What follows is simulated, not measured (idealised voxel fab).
A process module follows: voxel plated lines.
Section cut is 235 nm wide and gridded with 5 nm square cells.
How to read a cross-section here: the picture is a grid of square cells, written as bands going from the top down, and any band can span one or more rows of cells. Per band: top height and bottom height in nm, followed by the left-to-right materials and their widths in nm; "edge to edge" marks a single material spanning edge to edge, "air" marks empty space. Beneath 0, the wafer as received is one material, and that level is where height counting begins. The lowest band goes on downward without a bottom; it is written like "0 down". When a width is written as two numbers, as in "30->40", the first number is the width in the top row of cells of the band and the second is the width in its bottom row, and the width changes by the same amount from each row to the next. It should be understood that the words "nothing different", when stated for a given step, signify that the cross-section underwent no change in any of its cells during that step. Look at "Entrapped void list" for the closed voids: empty spaces with no open path to the top, sized 8 cells or up. Each is width x height at distance, distance from the left edge, all nm. Text after the settings on a step's line: the simulator's own remark on that step. overlay nm: step with mask; distance mask lay right of planned place; negative value = left of planned place.

# Process steps (planned)
1. RECEIVE (material Si)
2. CONFORMAL_DEP (material Al2O3; thk nm 5)
3. DIRECTIONAL_DEP (material TiN; thk nm 5)
4. PATTERN (tone open; mask id LINES; material resist; width nm 25; pitch nm 55; thk nm 30; overlay nm 0)
5. EPI (material Ru; thk nm 5)
6. EPI (material Ru; thk nm 5)
7. STRIP (etch materials resist)
8. DIRECTIONAL_ETCH (etch materials TiN; depth nm 5)
9. CONFORMAL_DEP (material SiN; thk nm 10)

# Step 1 complete: cross-section of the wafer as received
    0 down = Si edge to edge
    Entrapped void list: none

# Wafer cross-section at module end: first of two, run to plan
    30 to 20 = 10 of air, 45 of SiN, 10 of air, 45 of SiN, 10 of air, 45 of SiN, 10 of air, 45 of SiN, 15 of air
    20 to 15 = 10 of air, 10 of SiN, 25 of Ru, 10 of SiN, 10 of air, 10 of SiN, 25 of Ru, 10 of SiN, 10 of air, 10 of SiN, 25 of Ru, 10 of SiN, 10 of air, 10 of SiN, 25 of Ru, 10 of SiN, 15 of air
    15 to 10 = 20 of SiN, 25 of Ru, 30 of SiN, 25 of Ru, 30 of SiN, 25 of Ru, 30 of SiN, 25 of Ru, 25 of SiN
    10 to 5 = 20 of SiN, 25 of TiN, 30 of SiN, 25 of TiN, 30 of SiN, 25 of TiN, 30 of SiN, 25 of TiN, 25 of SiN
    5 to 0 = Al2O3 edge to edge
    0 down = Si edge to edge
    Entrapped void list: none

# The second wafer, shown in cross-section after the module: started the same way as the first and given the same plan, yet one mistake crept into how it was run
    30 to 20 = 10 of air, 45 of Al2O3, 10 of air, 45 of Al2O3, 10 of air, 45 of Al2O3, 10 of air, 45 of Al2O3, 15 of air
    20 to 15 = 10 of air, 10 of Al2O3, 25 of Ru, 10 of Al2O3, 10 of air, 10 of Al2O3, 25 of Ru, 10 of Al2O3, 10 of air, 10 of Al2O3, 25 of Ru, 10 of Al2O3, 10 of air, 10 of Al2O3, 25 of Ru, 10 of Al2O3, 15 of air
    15 to 10 = 20 of Al2O3, 25 of Ru, 30 of Al2O3, 25 of Ru, 30 of Al2O3, 25 of Ru, 30 of Al2O3, 25 of Ru, 25 of Al2O3
    10 to 5 = 20 of Al2O3, 25 of TiN, 30 of Al2O3, 25 of TiN, 30 of Al2O3, 25 of TiN, 30 of Al2O3, 25 of TiN, 25 of Al2O3
    5 to 0 = Al2O3 edge to edge
    0 down = Si edge to edge
    Entrapped void list: none
Deviation noted in wafer processing: step 9 did not happen as planned, as run it was CONFORMAL_DEP (material Al2O3; thk nm 10)
End check, counted in cells, second wafer has more or fewer of these materials than the first: Al2O3: 142 more | SiN: 142 fewer
